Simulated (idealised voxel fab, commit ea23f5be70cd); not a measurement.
Process module under the name voxel tone inversion
This is section cut - it's 200 nm across, gridded in 5 nm square cells.
Cross-section layout: square cells on a grid; listed as bands, top to bottom; a band spans one or more cell rows.
A band entry consists of two parts. The first gives the height of the band's top and the height of its bottom, in nm. The rest lists the band's materials from left to right, each with its width in nm. A single material labelled with the word "edge to edge" fills the band from edge to edge, and the word "air" marks empty space.
Height 0 is the level under which the wafer as received is all one material. The lowest band goes on downwards, as in "0..down".
Top row gets the first number, bottom row gets the second, and each row in between changes by the same step: that is how a band width like "30 to 40" works.
"remains unaltered" after a step means that no cell of the cross-section changed.
The label "Voids lacking openings" introduces a list of the empty spaces, 8 cells or larger, that have no open way up to the top; each entry in it reads width x height at distance, where the distance is taken from the left edge and all three are stated in nm.
Anything after a step's settings on that line? It's the simulator's own note about the step.
"overlay nm" answers the question of how far to the right of plan the mask lay on a step that has a mask, and when it is negative the answer is to the left.

### So here's the lineup of process steps we planned
| 1 | RECEIVE with material Si |
| 2 | CONFORMAL_DEP with material SiN, thk nm 10 |
| 3 | DIRECTIONAL_DEP with material aC, thk nm 15 |
| 4 | PATTERN with tone cover, mask id POSTS, material resist, width nm 15, pitch nm 35, thk nm 20, overlay nm 0 |
| 5 | DIRECTIONAL_ETCH with etch materials aC, depth nm 15 |
| 6 | STRIP with etch materials resist |
| 7 | FILL_DEP with material SiO2, thk nm 10 |
| 8 | CMP with height nm 25 |
| 9 | STRIP with etch materials aC |

### As received (post step 1): cross-section
- 0..down  Si edge to edge
- Voids lacking openings: none

### Below is the wafer in cross-section after the module was completed. It began from the starting point shown above and followed the plan shown above, except that one mistake was made while running it
- 25..15  SiO2 edge to edge
- 15..0  55 of SiO2, 15 of aC, 20 of SiO2, 15 of aC, 20 of SiO2, 15 of aC, 60 of SiO2
- 0..down  Si edge to edge
- Voids lacking openings: none
It is concluded that the wafer was processed incorrectly with respect to the plan, in that it should be noted that step 2 of the plan was omitted and was not performed
